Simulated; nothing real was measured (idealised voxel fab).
The process module presented herein is designated voxel ribs on slabs.
Cross-section cut spans 250 nm and uses square cells 5 nm in size.
Cross-section, as written here: a square-cell grid given band by band from the top down, where a band holds one or more rows of cells.
It is stipulated that each band's entry specify, in nanometres, the height of the top of the band and then that of its bottom, followed by the materials of the band in left-to-right sequence, each together with its width in nanometres. A single material marked by the word "throughout" is understood to fill the band from edge to edge; the word "blank" is understood to denote empty space.
Heights are expressed relative to 0, this being the level below which the as-received wafer comprises one material exclusively. The lowest band is unbounded in the downward direction and is denoted as in "0 and below".
The notation "30 to 40" denotes a width that varies across the rows of cells in the band, beginning at the first number in the top row, finishing at the second number in the bottom row, and changing by an identical amount from each row to the next.
The cross-section has no changed cell in any step marked "changes: none".
What "Enclosed void catalog" gives you is every empty space of 8 cells or more that is cut off from the top. Each appears as width x height at distance, with the distance taken from the left edge and width, height and distance all in nm.
Post-settings text on a step line: simulator's own remark regarding the step.
"overlay nm" denotes, for a step that has a mask, the displacement of the mask to the right of its planned place, with negative values corresponding to the left.

**Set out below are the planned steps of the process**
- 1: RECEIVE,material Si
- 2: DIRECTIONAL_DEP,material SiO2,thk nm 25
- 3: DIRECTIONAL_DEP,material polySi,thk nm 15
- 4: DIRECTIONAL_DEP,material aC,thk nm 15
- 5: PATTERN,tone cover,mask id RIB,material resist,width nm 20,thk nm 35,overlay nm 0
- 6: DIRECTIONAL_ETCH,etch materials aC,depth nm 15
- 7: STRIP,etch materials resist
- 8: DIRECTIONAL_ETCH,etch materials polySi,depth nm 10
- 9: STRIP,etch materials aC
- 10: PATTERN,tone cover,mask id SLAB,material resist,width nm 50,thk nm 15,overlay nm 0
- 11: DIRECTIONAL_ETCH,etch materials polySi,depth nm 5
- 12: STRIP,etch materials resist
- 13: FILL_DEP,material SiO2,thk nm 30
- 14: CMP,height nm 60
- 15: DIRECTIONAL_DEP,material W,thk nm 5
- 16: PATTERN,tone cover,mask id HEATER,material resist,width nm 30,thk nm 20,overlay nm -15
- 17: DIRECTIONAL_ETCH,etch materials W,depth nm 5
- 18: STRIP,etch materials resist
- 19: CONFORMAL_DEP,material SiN,thk nm 5
Variable across wafers: step 16 overlay nm (plan value is that of the first wafer; starting state common to all).

**This is how the first of several wafers looked in cross-section when it arrived, which is after step 1**
	0 and below  Si throughout
	Enclosed void catalog: none

**Each row below is a wafer at the end of the module, listing for every material the number of cells it has gained (+) or lost (-) since it was received, followed by its closed voids**
overlay nm -15 | +52 SiN | +582 SiO2 | +6 W | +18 polySi | Enclosed void catalog: none
overlay nm -10 | +52 SiN | +582 SiO2 | +6 W | +18 polySi | Enclosed void catalog: none
overlay nm -5 | +52 SiN | +582 SiO2 | +6 W | +18 polySi | Enclosed void catalog: none
overlay nm 0 | +52 SiN | +582 SiO2 | +6 W | +18 polySi | Enclosed void catalog: none
overlay nm 5 | +52 SiN | +582 SiO2 | +6 W | +18 polySi | Enclosed void catalog: none
overlay nm 10 | +52 SiN | +582 SiO2 | +6 W | +18 polySi | Enclosed void catalog: none
overlay nm 15 | +52 SiN | +582 SiO2 | +6 W | +18 polySi | Enclosed void catalog: none
